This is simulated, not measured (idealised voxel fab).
The following is a process module called voxel trench capacitor.
Xsec cut, 265 nm wide, square cell size 5 nm.
Cross-section layout: square cells on a grid; listed as bands, top to bottom; a band spans one or more cell rows. First you get the band's top height and its bottom height, in nm, and then the materials it's made of, left to right, with each width in nm. If you see a single material with "full width", that one covers the band edge to edge. "blank" is empty space. It should be noted that heights are counted from 0, beneath which the wafer as supplied is of one material throughout, and that the lowest band possesses no lower boundary but continues downward, as written in "0 and below". Width spec "30->40" -> top row of cells at first value, bottom row at second value, equal per-row change in between. Step note "nothing got changed" = no cross-section cell changed. Any empty space of 8 cells or more lacking an open way to the top shows up in "Enclosed cavities" as width x height at distance, distance from the left edge, in nm. Note: text after step settings on the step line = simulator remark on that step. The line of a step may include "overlay nm". On a step with a mask, this value is how far to the right of its planned place the mask lay. A negative value means the mask lay to the left.

SO HERE'S THE LINEUP OF PROCESS STEPS WE PLANNED
- 1: op RECEIVE | material Si
- 2: op CONFORMAL_DEP | material SiN | thk nm 5
- 3: op MASKED_ETCH | tone open | mask id TRENCH | width nm 30 | pitch nm 55 | etch materials SiN | depth nm 5 | overlay nm 0
- 4: op MASKED_ETCH | tone open | mask id TRENCH | width nm 30 | pitch nm 55 | etch materials Si | depth nm 25 | overlay nm 0
- 5: op CONFORMAL_DEP | material HfO2 | thk nm 5
- 6: op CONFORMAL_DEP | material TiN | thk nm 5
- 7: op FILL_DEP | material W | thk nm 5
- 8: op CMP | height nm 5

FIRST OF TWO WAFERS: RUN AS PLANNED

AS RECEIVED, AFTER STEP 1
  0 and below | Si full width
  Enclosed cavities: none

CROSS-SECTION OF THE WAFER AFTER STEP 2
  5 down to 0 | SiN full width
  Lower than 0, everything is as it was.

CROSS-SECTION OF THE WAFER AFTER STEP 3
  5 down to 0 | 60 nm SiN  30 nm blank  25 nm SiN  30 nm blank  25 nm SiN  30 nm blank  65 nm SiN
  Lower than 0, everything is as it was.

CROSS-SECTION OF THE WAFER AFTER STEP 4
  5 down to 0 | 60 nm SiN  30 nm blank  25 nm SiN  30 nm blank  25 nm SiN  30 nm blank  65 nm SiN
  0 down to -25 | 60 nm Si  30 nm blank  25 nm Si  30 nm blank  25 nm Si  30 nm blank  65 nm Si
  Lower than -25, everything is as it was.

CROSS-SECTION OF THE WAFER AFTER STEP 5
  10 down to 5 | 65 nm HfO2  20 nm blank  35 nm HfO2  20 nm blank  35 nm HfO2  20 nm blank  70 nm HfO2
  5 down to 0 | 60 nm SiN  5 nm HfO2  20 nm blank  5 nm HfO2  25 nm SiN  5 nm HfO2  20 nm blank  5 nm HfO2  25 nm SiN  5 nm HfO2  20 nm blank  5 nm HfO2  65 nm SiN
  0 down to -20 | 60 nm Si  5 nm HfO2  20 nm blank  5 nm HfO2  25 nm Si  5 nm HfO2  20 nm blank  5 nm HfO2  25 nm Si  5 nm HfO2  20 nm blank  5 nm HfO2  65 nm Si
  -20 down to -25 | 60 nm Si  30 nm HfO2  25 nm Si  30 nm HfO2  25 nm Si  30 nm HfO2  65 nm Si
  Lower than -25, everything is as it was.

CROSS-SECTION OF THE WAFER AFTER STEP 6
  15 down to 10 | 70 nm TiN  10 nm blank  45 nm TiN  10 nm blank  45 nm TiN  10 nm blank  75 nm TiN
  10 down to 5 | 65 nm HfO2  5 nm TiN  10 nm blank  5 nm TiN  35 nm HfO2  5 nm TiN  10 nm blank  5 nm TiN  35 nm HfO2  5 nm TiN  10 nm blank  5 nm TiN  70 nm HfO2
  5 down to 0 | 60 nm SiN  5 nm HfO2  5 nm TiN  10 nm blank  5 nm TiN  5 nm HfO2  25 nm SiN  5 nm HfO2  5 nm TiN  10 nm blank  5 nm TiN  5 nm HfO2  25 nm SiN  5 nm HfO2  5 nm TiN  10 nm blank  5 nm TiN  5 nm HfO2  65 nm SiN
  0 down to -15 | 60 nm Si  5 nm HfO2  5 nm TiN  10 nm blank  5 nm TiN  5 nm HfO2  25 nm Si  5 nm HfO2  5 nm TiN  10 nm blank  5 nm TiN  5 nm HfO2  25 nm Si  5 nm HfO2  5 nm TiN  10 nm blank  5 nm TiN  5 nm HfO2  65 nm Si
  -15 down to -20 | 60 nm Si  5 nm HfO2  20 nm TiN  5 nm HfO2  25 nm Si  5 nm HfO2  20 nm TiN  5 nm HfO2  25 nm Si  5 nm HfO2  20 nm TiN  5 nm HfO2  65 nm Si
  Lower than -20, everything is as it was.

CROSS-SECTION OF THE WAFER AFTER STEP 7
  20 down to 15 | W full width
  15 down to 10 | 70 nm TiN  10 nm W  45 nm TiN  10 nm W  45 nm TiN  10 nm W  75 nm TiN
  10 down to 5 | 65 nm HfO2  5 nm TiN  10 nm W  5 nm TiN  35 nm HfO2  5 nm TiN  10 nm W  5 nm TiN  35 nm HfO2  5 nm TiN  10 nm W  5 nm TiN  70 nm HfO2
  5 down to 0 | 60 nm SiN  5 nm HfO2  5 nm TiN  10 nm W  5 nm TiN  5 nm HfO2  25 nm SiN  5 nm HfO2  5 nm TiN  10 nm W  5 nm TiN  5 nm HfO2  25 nm SiN  5 nm HfO2  5 nm TiN  10 nm W  5 nm TiN  5 nm HfO2  65 nm SiN
  0 down to -15 | 60 nm Si  5 nm HfO2  5 nm TiN  10 nm W  5 nm TiN  5 nm HfO2  25 nm Si  5 nm HfO2  5 nm TiN  10 nm W  5 nm TiN  5 nm HfO2  25 nm Si  5 nm HfO2  5 nm TiN  10 nm W  5 nm TiN  5 nm HfO2  65 nm Si
  Lower than -15, everything is as it was.

CROSS-SECTION OF THE WAFER AFTER STEP 8
  5 down to 0 | 60 nm SiN  5 nm HfO2  5 nm TiN  10 nm W  5 nm TiN  5 nm HfO2  25 nm SiN  5 nm HfO2  5 nm TiN  10 nm W  5 nm TiN  5 nm HfO2  25 nm SiN  5 nm HfO2  5 nm TiN  10 nm W  5 nm TiN  5 nm HfO2  65 nm SiN
  Lower than 0, everything is as it was.

WHAT FOLLOWS CONCERNS THE SECOND WAFER, WHICH STARTED OUT LIKE THE FIRST AND WAS MEANT TO FOLLOW THE VERY SAME PLAN; ONE MISTAKE CREPT IN WHEN IT WAS RUN, BUT EVERYTHING UP TO AND INCLUDING STEP 2 IS THE SAME AS FOR THE FIRST WAFER

THE SECOND WAFER IN CROSS-SECTION, AT THE PLANNED CLOSE OF STEP 3
  5 down to 0 | 55 nm SiN  40 nm blank  15 nm SiN  40 nm blank  15 nm SiN  40 nm blank  60 nm SiN
  Lower than 0, everything is as it was.

THE SECOND WAFER IN CROSS-SECTION, AT THE PLANNED CLOSE OF STEP 4
  5 down to 0 | 55 nm SiN  40 nm blank  15 nm SiN  40 nm blank  15 nm SiN  40 nm blank  60 nm SiN
  0 down to -25 | 60 nm Si  30 nm blank  25 nm Si  30 nm blank  25 nm Si  30 nm blank  65 nm Si
  Lower than -25, everything is as it was.

THE SECOND WAFER IN CROSS-SECTION, AT THE PLANNED CLOSE OF STEP 5
  10 down to 5 | 60 nm HfO2  30 nm blank  25 nm HfO2  30 nm blank  25 nm HfO2  30 nm blank  65 nm HfO2
  5 down to 0 | 55 nm SiN  10 nm HfO2  20 nm blank  10 nm HfO2  15 nm SiN  10 nm HfO2  20 nm blank  10 nm HfO2  15 nm SiN  10 nm HfO2  20 nm blank  10 nm HfO2  60 nm SiN
  0 down to -20 | 60 nm Si  5 nm HfO2  20 nm blank  5 nm HfO2  25 nm Si  5 nm HfO2  20 nm blank  5 nm HfO2  25 nm Si  5 nm HfO2  20 nm blank  5 nm HfO2  65 nm Si
  -20 down to -25 | 60 nm Si  30 nm HfO2  25 nm Si  30 nm HfO2  25 nm Si  30 nm HfO2  65 nm Si
  Lower than -25, everything is as it was.

THE SECOND WAFER IN CROSS-SECTION, AT THE PLANNED CLOSE OF STEP 6
  15 down to 10 | 65 nm TiN  20 nm blank  35 nm TiN  20 nm blank  35 nm TiN  20 nm blank  70 nm TiN
  10 down to 5 | 60 nm HfO2  10 nm TiN  10 nm blank  10 nm TiN  25 nm HfO2  10 nm TiN  10 nm blank  10 nm TiN  25 nm HfO2  10 nm TiN  10 nm blank  10 nm TiN  65 nm HfO2
  5 down to 0 | 55 nm SiN  10 nm HfO2  5 nm TiN  10 nm blank  5 nm TiN  10 nm HfO2  15 nm SiN  10 nm HfO2  5 nm TiN  10 nm blank  5 nm TiN  10 nm HfO2  15 nm SiN  10 nm HfO2  5 nm TiN  10 nm blank  5 nm TiN  10 nm HfO2  60 nm SiN
  0 down to -15 | 60 nm Si  5 nm HfO2  5 nm TiN  10 nm blank  5 nm TiN  5 nm HfO2  25 nm Si  5 nm HfO2  5 nm TiN  10 nm blank  5 nm TiN  5 nm HfO2  25 nm Si  5 nm HfO2  5 nm TiN  10 nm blank  5 nm TiN  5 nm HfO2  65 nm Si
  -15 down to -20 | 60 nm Si  5 nm HfO2  20 nm TiN  5 nm HfO2  25 nm Si  5 nm HfO2  20 nm TiN  5 nm HfO2  25 nm Si  5 nm HfO2  20 nm TiN  5 nm HfO2  65 nm Si
  Lower than -20, everything is as it was.

THE SECOND WAFER IN CROSS-SECTION, AT THE PLANNED CLOSE OF STEP 7
  20 down to 15 | W full width
  15 down to 10 | 65 nm TiN  20 nm W  35 nm TiN  20 nm W  35 nm TiN  20 nm W  70 nm TiN
  10 down to 5 | 60 nm HfO2  10 nm TiN  10 nm W  10 nm TiN  25 nm HfO2  10 nm TiN  10 nm W  10 nm TiN  25 nm HfO2  10 nm TiN  10 nm W  10 nm TiN  65 nm HfO2
  5 down to 0 | 55 nm SiN  10 nm HfO2  5 nm TiN  10 nm W  5 nm TiN  10 nm HfO2  15 nm SiN  10 nm HfO2  5 nm TiN  10 nm W  5 nm TiN  10 nm HfO2  15 nm SiN  10 nm HfO2  5 nm TiN  10 nm W  5 nm TiN  10 nm HfO2  60 nm SiN
  0 down to -15 | 60 nm Si  5 nm HfO2  5 nm TiN  10 nm W  5 nm TiN  5 nm HfO2  25 nm Si  5 nm HfO2  5 nm TiN  10 nm W  5 nm TiN  5 nm HfO2  25 nm Si  5 nm HfO2  5 nm TiN  10 nm W  5 nm TiN  5 nm HfO2  65 nm Si
  Lower than -15, everything is as it was.

THE SECOND WAFER IN CROSS-SECTION, AT THE PLANNED CLOSE OF STEP 8
  5 down to 0 | 55 nm SiN  10 nm HfO2  5 nm TiN  10 nm W  5 nm TiN  10 nm HfO2  15 nm SiN  10 nm HfO2  5 nm TiN  10 nm W  5 nm TiN  10 nm HfO2  15 nm SiN  10 nm HfO2  5 nm TiN  10 nm W  5 nm TiN  10 nm HfO2  60 nm SiN
  Lower than 0, everything is as it was.
The plan and the run diverged here: step 3 did not happen as planned, as run it was op MASKED_ETCH | tone open | mask id TRENCH | width nm 40 | pitch nm 55 | etch materials SiN | depth nm 5 | overlay nm 0
Wrapping up, a cell-based count of both wafers puts the second over or under the first for these materials: HfO2 +6; SiN -6
